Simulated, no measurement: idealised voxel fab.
Process module heading - voxel double patterning
Cross-section cut: width 205 nm, square cells of 5 nm.
How to read a cross-section here: the picture is a grid of square cells, written as bands going from the top down, and any band can span one or more rows of cells. Look at the band entry: it leads with the top's height and the bottom's height in nm. Then it lists the materials left to right, with a width in nm for each. The word "edge to edge" on a single material says that material fills the band edge to edge. The word "empty" is empty space. It should be noted that heights are counted from 0, beneath which the wafer as supplied is of one material throughout, and that the lowest band possesses no lower boundary but continues downward, as written in "0 -> down". Graded width ("30 to 40"): value in top row of band = first number; value in bottom row = second number; row-to-row change constant. Key: "nothing got changed" - step with no changed cell in the cross-section. Heads up: "Unvented cavities" only lists the empty pockets with no open path to the top that are 8 cells or more, and it writes them as width x height at distance, distance from the left edge, in nm. Anything after a step's settings on that line? It's the simulator's own note about the step. You can add "overlay nm" to a step's line. For a step with a mask, it describes how far the mask lay to the right of its planned position, and a negative number describes a lay to the left.
### The following list gives the planned process steps
1) RECEIVE, material Si
2) CONFORMAL_DEP, material SiO2, thk nm 10
3) DIRECTIONAL_DEP, material TiN, thk nm 10
4) DIRECTIONAL_DEP, material SiN, thk nm 5
5) MASKED_ETCH, tone open, mask id FIRST, width nm 15, pitch nm 50, etch materials SiN, depth nm 5, overlay nm 0
6) DIRECTIONAL_DEP, material aC, thk nm 15
7) PATTERN, tone open, mask id SECOND, material resist, width nm 15, pitch nm 50, thk nm 30, overlay nm 0
8) DIRECTIONAL_ETCH, etch materials aC, depth nm 15
9) STRIP, etch materials resist
10) DIRECTIONAL_ETCH, etch materials SiN, depth nm 5
11) STRIP, etch materials aC
12) DIRECTIONAL_ETCH, etch materials TiN, depth nm 10
13) STRIP, etch materials SiN
### Cross-section: wafer on arrival = after step 1
- 0 -> down: Si edge to edge
- Unvented cavities: none
### Cross-section: first of two wafers, module finished, run according to plan
- 20 -> 10: 45 nm TiN, 15 nm empty, 10 nm TiN, 15 nm empty, 10 nm TiN, 15 nm empty, 10 nm TiN, 15 nm empty, 10 nm TiN, 15 nm empty, 45 nm TiN
- 10 -> 0: SiO2 edge to edge
- 0 -> down: Si edge to edge
- Unvented cavities: none
### End of module, second wafer, cross-section. Started like the first, planned like the first, run with one mistake
- 25 -> 15: 45 nm TiN, 15 nm empty, 10 nm TiN, 15 nm empty, 10 nm TiN, 15 nm empty, 10 nm TiN, 15 nm empty, 10 nm TiN, 15 nm empty, 45 nm TiN
- 15 -> 0: SiO2 edge to edge
- 0 -> down: Si edge to edge
- Unvented cavities: none
Where did the run depart from the plan? planned and actual differ for step 2; actual: CONFORMAL_DEP, material SiO2, thk nm 15
Wrapping up, a cell-based count of both wafers puts the second over or under the first for these materials: SiO2: 41 more
